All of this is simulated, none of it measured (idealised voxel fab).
The following process module bears the name voxel gate over fins.
In the cross-section labelled cut, the width is 300 nm and each square cell is 5 nm.
Cross-section, as written here: a square-cell grid given band by band from the top down, where a band holds one or more rows of cells.
This entry defines a band. It first specifies the height of the band's top and the height of its bottom in nm, and then specifies the band's materials from left to right, stating each material with its width in nm. The word "edge to edge" identifies a single material that fills the band from edge to edge, while the word "air" identifies empty space.
For the purposes of this specification, 0 denotes the height below which the wafer in its as-received condition is composed wholly of one material, and the lowermost band, lacking a lower limit, extends downward without end, as expressed in "0 and below".
It should be noted that a width expressed as "30..40" varies in equal increments from row to row of cells within the band, taking the value of the first number at the top row and that of the second number at the bottom row.
A step reported as "remained the same" is a step in which no cell of the cross-section changed.
In "Sealed void list" the enclosed voids are listed, meaning empty spaces of 8 cells or larger without any opening to the top. The form is width x height at distance, distance from the left edge, units nm.
Whatever follows a step's settings on its line is a remark the simulator itself makes about that step.
overlay nm: right-of-plan distance of the mask on a masked step; negative values mean left-of-plan.

## This section lists the process steps that were planned
step 1: RECEIVE (material Si)
step 2: CONFORMAL_DEP (material SiN; thk nm 5)
step 3: MASKED_ETCH (tone cover; mask id FINS; width nm 15; pitch nm 45; etch materials SiN; depth nm 5; overlay nm 0)
step 4: MASKED_ETCH (tone cover; mask id FINS; width nm 15; pitch nm 45; etch materials Si; depth nm 35; overlay nm 0)
step 5: FILL_DEP (material SiO2; thk nm 5)
step 6: CMP (height nm 5)
step 7: SELECTIVE_ETCH (etch materials SiO2; depth nm 20)
step 8: STRIP (etch materials SiN)
step 9: CONFORMAL_DEP (material HfO2; thk nm 5)
step 10: CONFORMAL_DEP (material TiN; thk nm 5)
step 11: CONFORMAL_DEP (material TiAl; thk nm 5)
step 12: CONFORMAL_DEP (material TiN; thk nm 5)
step 13: FILL_DEP (material W; thk nm 10)
step 14: CMP (height nm 25)
step 15: CONFORMAL_DEP (material SiCN; thk nm 5)

## Shown in cross-section is the wafer as received, that is, as it stands after step 1
0 and below = Si edge to edge
Sealed void list: none

## The module was run from the start shown above using the plan shown above, but one mistake was made doing it; the resulting wafer cross-section is below
30 down to 25 = SiCN edge to edge
25 down to 20 = TiN edge to edge
20 down to 15 = TiAl edge to edge
15 down to 10 = TiN edge to edge
10 down to 5 = HfO2: 125 / TiN: 5 / HfO2: 40 / TiN: 5 / HfO2: 125
5 down to 0 = W: 120 / HfO2: 15 / W: 30 / HfO2: 15 / W: 120
0 down to -35 = W: 120 / Si: 15 / W: 30 / Si: 15 / W: 120
-35 and below = Si edge to edge
Sealed void list: none
What was done differently from what was planned? step 5 deviated from plan and actually ran as FILL_DEP (material W; thk nm 5)
